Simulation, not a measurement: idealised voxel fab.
process module | voxel spacer lines
cross-section cut | 275 nm wide | cells 5 nm
A cross-section is a grid of square cells, given in bands from the top down. A band is one or more rows of cells.
Each band's line starts with the height of the band's top and of its bottom, in nm. Then come its materials from left to right, each with its width in nm. One material with "throughout" fills the band from edge to edge. "air" is empty space.
Height 0 is the level under which the wafer as received is all one material. The lowest band goes on downwards, as in "0 down".
A width such as "30 to 40" changes by the same amount from each row of cells to the next, from the band's top row to its bottom row.
"no change" after a step means that no cell of the cross-section changed.
closed voids: empty space of 8 cells or more with no open way to the top, each as width x height at its distance from the left edge, in nm
after a step's settings: what the simulator itself notes on the step
overlay nm, on a step with a mask: how far to the right of its planned place the mask lay; to the left if negative
plan
1 op RECEIVE | material Si
2 op CONFORMAL_DEP | material SiO2 | thk nm 5
3 op DIRECTIONAL_DEP | material TiN | thk nm 20
4 op DIRECTIONAL_DEP | material polySi | thk nm 30
5 op PATTERN | tone cover | mask id MANDREL | material resist | width nm 15 | pitch nm 60 | thk nm 40 | overlay nm -15
6 op DIRECTIONAL_ETCH | etch materials polySi | depth nm 30
7 op STRIP | etch materials resist
8 op CONFORMAL_DEP | material SiN | thk nm 15
9 op DIRECTIONAL_ETCH | etch materials SiN | depth nm 15
10 op STRIP | etch materials polySi
11 op DIRECTIONAL_ETCH | etch materials TiN | depth nm 20
12 op STRIP | etch materials SiN
varied across the wafers: overlay nm of step 5. The plan shows the first wafer's value. All wafers start alike
first wafer as received, after step 1
  0 down: Si throughout
  closed voids: none
each wafer at the end: cells of each material gained (+) or lost (-) since it was received, then its closed voids
overlay nm -15 | +55 SiO2 | +72 TiN | closed voids: none
overlay nm -10 | +55 SiO2 | +72 TiN | closed voids: none
overlay nm -5 | +55 SiO2 | +72 TiN | closed voids: none
overlay nm 0 | +55 SiO2 | +72 TiN | closed voids: none
overlay nm 5 | +55 SiO2 | +72 TiN | closed voids: none
overlay nm 10 | +55 SiO2 | +72 TiN | closed voids: none
overlay nm 15 | +55 SiO2 | +72 TiN | closed voids: none
